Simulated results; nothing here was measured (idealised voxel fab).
process module | voxel released beams
cross-section cut | 240 nm wide | cells 5 nm
A cross-section is a grid of square cells, given in bands from the top down. A band is one or more rows of cells.
Each band's line starts with the height of the band's top and of its bottom, in nm. Then come its materials from left to right, each with its width in nm. One material with "throughout" fills the band from edge to edge. "air" is empty space.
Height 0 is the level under which the wafer as received is all one material. The lowest band goes on downwards, as in "0 down".
A width such as "30 to 40" changes by the same amount from each row of cells to the next, from the band's top row to its bottom row.
"no change" after a step means that no cell of the cross-section changed.
closed voids: empty space of 8 cells or more with no open way to the top, each as width x height at its distance from the left edge, in nm
after a step's settings: what the simulator itself notes on the step
overlay nm, on a step with a mask: how far to the right of its planned place the mask lay; to the left if negative
plan
1 op RECEIVE | material Si
2 op CONFORMAL_DEP | material Al2O3 | thk nm 10
3 op DIRECTIONAL_DEP | material SiO2 | thk nm 10
4 op DIRECTIONAL_DEP | material aC | thk nm 15
5 op PATTERN | tone open | mask id ANCHOR | material resist | width nm 45 | thk nm 35 | overlay nm 0
6 op DIRECTIONAL_ETCH | etch materials aC | depth nm 15
7 op STRIP | etch materials resist
8 op DIRECTIONAL_ETCH | etch materials SiO2 | depth nm 10
9 op STRIP | etch materials aC
10 op CONFORMAL_DEP | material W | thk nm 15
11 op DIRECTIONAL_DEP | material aC | thk nm 15
12 op PATTERN | tone cover | mask id BEAM | material resist | width nm 110 | thk nm 30 | overlay nm 0
13 op DIRECTIONAL_ETCH | etch materials aC | depth nm 15
14 op STRIP | etch materials resist
15 op DIRECTIONAL_ETCH | etch materials W | depth nm 15
16 op STRIP | etch materials aC
17 op STRIP | etch materials SiO2
as received, after step 1
  0 down: Si throughout
  closed voids: none
a wafer at the end: this start, this plan, one mistake
  35 to 20: air 60 | W 110 | air 70
  20 to 0: Al2O3 throughout
  0 down: Si throughout
  closed voids: none
what went wrong: step 3 ran as: op DIRECTIONAL_DEP | material Al2O3 | thk nm 10
